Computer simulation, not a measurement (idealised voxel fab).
The process module presented herein is designated voxel self aligned contacts.
It is cross-section cut that appears here, measuring 235 nm in width, its square cells being 5 nm in size.
In this document a cross-section is written as a grid of square cells. It is given as a series of bands, listed from the top down, and a band is one or more rows of cells. Read a band's entry like this: the first values are the height of its top and the height of its bottom in nm, and what follows is the sequence of materials from left to right, each with its width in nm. Note that "blank" is empty space, and that a single material marked "all across" reaches across the band from edge to edge. Beneath 0, the wafer as received is one material, and that level is where height counting begins. The lowest band goes on downward without a bottom; it is written like "top 0, no bottom". With a width like "30->40", each row of cells in the band differs from the next by the same amount, the top row carrying the first number and the bottom row the second. You'll sometimes find "no change" written for a step, and that's the way of saying that nowhere in the cross-section did a cell change during that step. This entry, "Trapped voids", enumerates those empty regions of no fewer than 8 cells that possess no open connection to the top. Each region is reported in the form width x height at distance, the distance being taken from the left edge, with all three quantities expressed in nm. What comes after the settings on a step's line is commentary from the simulator itself on that step. What "overlay nm" on a step's line means: if the step has a mask, that mask lay this far to the right of its planned place, or, when the value is negative, to the left.
PLANNED PROCESS STEPS
1,RECEIVE | material Si
2,CONFORMAL_DEP | material SiO2 | thk nm 5
3,DIRECTIONAL_DEP | material polySi | thk nm 30
4,DIRECTIONAL_DEP | material SiN | thk nm 15
5,PATTERN | tone cover | mask id GATE | material resist | width nm 25 | pitch nm 50 | thk nm 20 | overlay nm -15
6,DIRECTIONAL_ETCH | etch materials SiN | depth nm 15
7,DIRECTIONAL_ETCH | etch materials polySi | depth nm 30
8,STRIP | etch materials resist
9,CONFORMAL_DEP | material SiN | thk nm 5
10,DIRECTIONAL_ETCH | etch materials SiN | depth nm 5
11,FILL_DEP | material SiO2 | thk nm 15
12,CMP | height nm 60
13,PATTERN | tone open | mask id CONTACT | material resist | width nm 35 | pitch nm 50 | thk nm 15 | overlay nm 0
14,DIRECTIONAL_ETCH | etch materials SiO2 | depth nm 60
15,STRIP | etch materials resist
16,CONFORMAL_DEP | material TiN | thk nm 5
17,FILL_DEP | material Ru | thk nm 10
18,CMP | height nm 60
19,CONFORMAL_DEP | material SiCN | thk nm 5
The wafers are alike at the start. At step 5, their overlay nm differs. The plan lists the first wafer's value.
STEP 1 COMPLETE: AS-RECEIVED CROSS-SECTION OF THE FIRST OF SEVERAL WAFERS
	top 0, no bottom = Si all across
	Trapped voids: none
THE FIGURE BELOW PRESENTS A CROSS-SECTION OF THE FIRST OF SEVERAL WAFERS AT THE CONCLUSION OF THE MODULE, FOLLOWING ITS LAST STEP, STEP 19
	top 65, bottom 60 = SiCN all across
	top 60, bottom 55 = 75 SiO2, then 5 TiN, then 25 Ru, then 5 TiN, then 15 SiO2, then 5 TiN, then 25 Ru, then 5 TiN, then 75 SiO2
	top 55, bottom 50 = 75 SiO2, then 35 TiN, then 15 SiO2, then 35 TiN, then 75 SiO2
	top 50, bottom 35 = 35 SiO2, then 35 SiN, then 5 SiO2, then 10 TiN, then 35 SiN, then 5 SiO2, then 10 TiN, then 35 SiN, then 65 SiO2
	top 35, bottom 5 = 35 SiO2, then 5 SiN, then 25 polySi, then 5 SiN, then 5 SiO2, then 10 TiN, then 5 SiN, then 25 polySi, then 5 SiN, then 5 SiO2, then 10 TiN, then 5 SiN, then 25 polySi, then 5 SiN, then 65 SiO2
	top 5, bottom 0 = 75 SiO2, then 10 TiN, then 40 SiO2, then 10 TiN, then 100 SiO2
	top 0, no bottom = Si all across
	Trapped voids: none
CROSS-SECTIONAL DEPICTION OF THE LAST OF SEVERAL WAFERS UPON COMPLETION OF THE MODULE
	top 65, bottom 60 = SiCN all across
	top 60, bottom 55 = 75 SiO2, then 5 TiN, then 25 Ru, then 5 TiN, then 15 SiO2, then 5 TiN, then 25 Ru, then 5 TiN, then 75 SiO2
	top 55, bottom 50 = 75 SiO2, then 35 TiN, then 15 SiO2, then 35 TiN, then 75 SiO2
	top 50, bottom 35 = 65 SiO2, then 35 SiN, then 10 TiN, then 5 SiO2, then 35 SiN, then 10 TiN, then 5 SiO2, then 35 SiN, then 35 SiO2
	top 35, bottom 5 = 65 SiO2, then 5 SiN, then 25 polySi, then 5 SiN, then 10 TiN, then 5 SiO2, then 5 SiN, then 25 polySi, then 5 SiN, then 10 TiN, then 5 SiO2, then 5 SiN, then 25 polySi, then 5 SiN, then 35 SiO2
	top 5, bottom 0 = 100 SiO2, then 10 TiN, then 40 SiO2, then 10 TiN, then 75 SiO2
	top 0, no bottom = Si all across
	Trapped voids: none
ROWS = WAFERS. AT MODULE END, EACH ROW LISTS PER MATERIAL THE CELLS GAINED (+) OR LOST (-) SINCE THE WAFER WAS RECEIVED, THEN THE CLOSED VOIDS
overlay nm -15 | +10 Ru | +47 SiCN | +99 SiN | +307 SiO2 | +58 TiN | +90 polySi | Trapped voids: none
overlay nm -10 | +30 Ru | +47 SiCN | +99 SiN | +287 SiO2 | +58 TiN | +90 polySi | Trapped voids: none
overlay nm -5 | +30 Ru | +47 SiCN | +99 SiN | +287 SiO2 | +58 TiN | +90 polySi | Trapped voids: none
overlay nm 0 | +30 Ru | +47 SiCN | +99 SiN | +287 SiO2 | +58 TiN | +90 polySi | Trapped voids: none
overlay nm 5 | +30 Ru | +47 SiCN | +99 SiN | +287 SiO2 | +58 TiN | +90 polySi | Trapped voids: none
overlay nm 10 | +30 Ru | +47 SiCN | +99 SiN | +287 SiO2 | +58 TiN | +90 polySi | Trapped voids: none
overlay nm 15 | +10 Ru | +47 SiCN | +99 SiN | +307 SiO2 | +58 TiN | +90 polySi | Trapped voids: none
